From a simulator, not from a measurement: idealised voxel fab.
Module name: voxel gate over fins (process module)
Shown is cross-section cut, with a width of 150 nm and square cells of size 5 nm.
In what follows, cross-sections appear as grids of square cells, described through bands that run from the top down, where every band is one or more rows of cells.
Read a band's entry like this: the first values are the height of its top and the height of its bottom in nm, and what follows is the sequence of materials from left to right, each with its width in nm. Note that "empty" is empty space, and that a single material marked "everywhere" reaches across the band from edge to edge.
Height reference: 0 = level under which incoming wafer is all one material. Lowest band: no bottom, runs on downward, e.g. "top 0, no bottom".
Top row gets the first number, bottom row gets the second, and each row in between changes by the same step: that is how a band width like "30 to 40" works.
Step marked "no change"? Then no cell in the cross-section changed in it.
Look at "Trapped void list" for the closed voids: empty spaces with no open path to the top, sized 8 cells or up. Each is width x height at distance, distance from the left edge, all nm.
Whatever follows a step's settings on its line is a remark the simulator itself makes about that step.
If you see "overlay nm" on a step's line and that step has a mask, it's telling you how far right of where it was planned the mask ended up; a negative number means it went left instead.

Process steps (planned):
1. RECEIVE with material Si
2. CONFORMAL_DEP with material SiN, thk nm 5
3. DIRECTIONAL_DEP with material aC, thk nm 10
4. PATTERN with tone cover, mask id FINS, material resist, width nm 15, pitch nm 40, thk nm 25, overlay nm 0
5. DIRECTIONAL_ETCH with etch materials aC, depth nm 10
6. STRIP with etch materials resist
7. DIRECTIONAL_ETCH with etch materials SiN, depth nm 5
8. DIRECTIONAL_ETCH with etch materials Si, depth nm 30
9. STRIP with etch materials aC
10. FILL_DEP with material SiO2, thk nm 10
11. CMP with height nm 5
12. SELECTIVE_ETCH with etch materials SiO2, depth nm 15
13. STRIP with etch materials SiN
14. CONFORMAL_DEP with material HfO2, thk nm 5
15. CONFORMAL_DEP with material TiN, thk nm 5
16. FILL_DEP with material W, thk nm 10
17. CMP with height nm 15
18. CONFORMAL_DEP with material SiN, thk nm 5

Wafer at receipt (post step 1), cross-section:
- top 0, no bottom  Si everywhere
- Trapped void list: none

End state of the module in cross-section, given the above starting point and plan and one mistake in execution:
- top 20, bottom 15  SiN everywhere
- top 15, bottom 5  W everywhere
- top 5, bottom 0  40 nm W, then 25 nm TiN, then 15 nm W, then 25 nm TiN, then 45 nm W
- top 0, bottom -5  40 nm W, then 5 nm TiN, then 15 nm Si, then 5 nm TiN, then 15 nm W, then 5 nm TiN, then 15 nm Si, then 5 nm TiN, then 45 nm W
- top -5, bottom -10  45 nm TiN, then 15 nm Si, then 25 nm TiN, then 15 nm Si, then 50 nm TiN
- top -10, bottom -30  45 nm SiO2, then 15 nm Si, then 25 nm SiO2, then 15 nm Si, then 50 nm SiO2
- top -30, no bottom  Si everywhere
- Trapped void list: none
Processing error: execution of step 14 of the plan did not take place, the step having been omitted
